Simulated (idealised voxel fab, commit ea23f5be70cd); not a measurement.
Presented below is a process module, voxel lift off.
Section cut is 165 nm wide and gridded with 5 nm square cells.
The cross-sections in this document take the form of a grid made of square cells. They are written out as bands, in order from top to bottom. Each band consists of one or more rows of cells. The entry gives the band's vertical extent as a top height and a bottom height in nm, then its horizontal make-up as materials from left to right, each with a width in nm. "blank" stands for empty space; a single material marked "throughout" fills the band edge to edge. Height datum 0, below which the as-received substrate wafer is one material. Lowest band open at the bottom, running downward: "0 nm and below". With a width like "30->40", each row of cells in the band differs from the next by the same amount, the top row carrying the first number and the bottom row the second. "remained unchanged" means the step left every cell of the cross-section as it was. If an empty space has no open way to the top and is at least 8 cells in size, "Closed-off voids" lists it, written width x height at distance, where distance is measured from the left edge and every value is in nm. If you see something after the settings on a step's line, that's the simulator's own remark about that step. What "overlay nm" on a step's line means: if the step has a mask, that mask lay this far to the right of its planned place, or, when the value is negative, to the left.

[Process steps - plan]
| 1 | RECEIVE with material Si |
| 2 | CONFORMAL_DEP with material SiO2, thk nm 15 |
| 3 | PATTERN with tone open, mask id LINES, material resist, width nm 30, pitch nm 45, thk nm 25, overlay nm 0 |
| 4 | DIRECTIONAL_DEP with material Ru, thk nm 10 |
| 5 | STRIP with etch materials resist |
| 6 | CONFORMAL_DEP with material SiO2, thk nm 10 |

[first wafer, as planned]

[Wafer as received: cross-section following step 1]
	0 nm and below | Si throughout
	Closed-off voids: none

[Wafer section view after processing step 2]
	15 nm to 0 nm | SiO2 throughout
	below 0: unchanged

[Wafer section view after processing step 3]
	40 nm to 15 nm | resist=20, blank=30, resist=15, blank=30, resist=15, blank=30, resist=25
	below 15: unchanged

[Wafer section view after processing step 4]
	50 nm to 40 nm | Ru=20, blank=30, Ru=15, blank=30, Ru=15, blank=30, Ru=25
	40 nm to 25 nm | resist=20, blank=30, resist=15, blank=30, resist=15, blank=30, resist=25
	25 nm to 15 nm | resist=20, Ru=30, resist=15, Ru=30, resist=15, Ru=30, resist=25
	below 15: unchanged

[Wafer section view after processing step 5]
	25 nm to 15 nm | blank=20, Ru=30, blank=15, Ru=30, blank=15, Ru=30, blank=25
	below 15: unchanged

[Wafer section view after processing step 6]
	35 nm to 25 nm | blank=10, SiO2=140, blank=15
	25 nm to 15 nm | SiO2=20, Ru=30, SiO2=15, Ru=30, SiO2=15, Ru=30, SiO2=25
	below 15: unchanged

[Okay, second wafer. Nothing different at the start, nothing different in the plan, just one mistake somewhere in the running. As far as step 2, counting that step, it's the first wafer all over again]

[Second wafer, cross-section, planned end of step 3]
	40 nm to 15 nm | resist=15, blank=30, resist=15, blank=30, resist=15, blank=30, resist=30
	below 15: unchanged

[Second wafer, cross-section, planned end of step 4]
	50 nm to 40 nm | Ru=15, blank=30, Ru=15, blank=30, Ru=15, blank=30, Ru=30
	40 nm to 25 nm | resist=15, blank=30, resist=15, blank=30, resist=15, blank=30, resist=30
	25 nm to 15 nm | resist=15, Ru=30, resist=15, Ru=30, resist=15, Ru=30, resist=30
	below 15: unchanged

[Second wafer, cross-section, planned end of step 5]
	25 nm to 15 nm | blank=15, Ru=30, blank=15, Ru=30, blank=15, Ru=30, blank=30
	below 15: unchanged

[Second wafer, cross-section, planned end of step 6]
	35 nm to 25 nm | blank=5, SiO2=140, blank=20
	25 nm to 15 nm | SiO2=15, Ru=30, SiO2=15, Ru=30, SiO2=15, Ru=30, SiO2=30
	below 15: unchanged
The mistake made against the process plan was this: step 3, actual vs plan mismatch, actual run PATTERN with tone open, mask id LINES, material resist, width nm 30, pitch nm 45, thk nm 25, overlay nm -5
Cell counts per material: same on both final wafers. Positions: different.
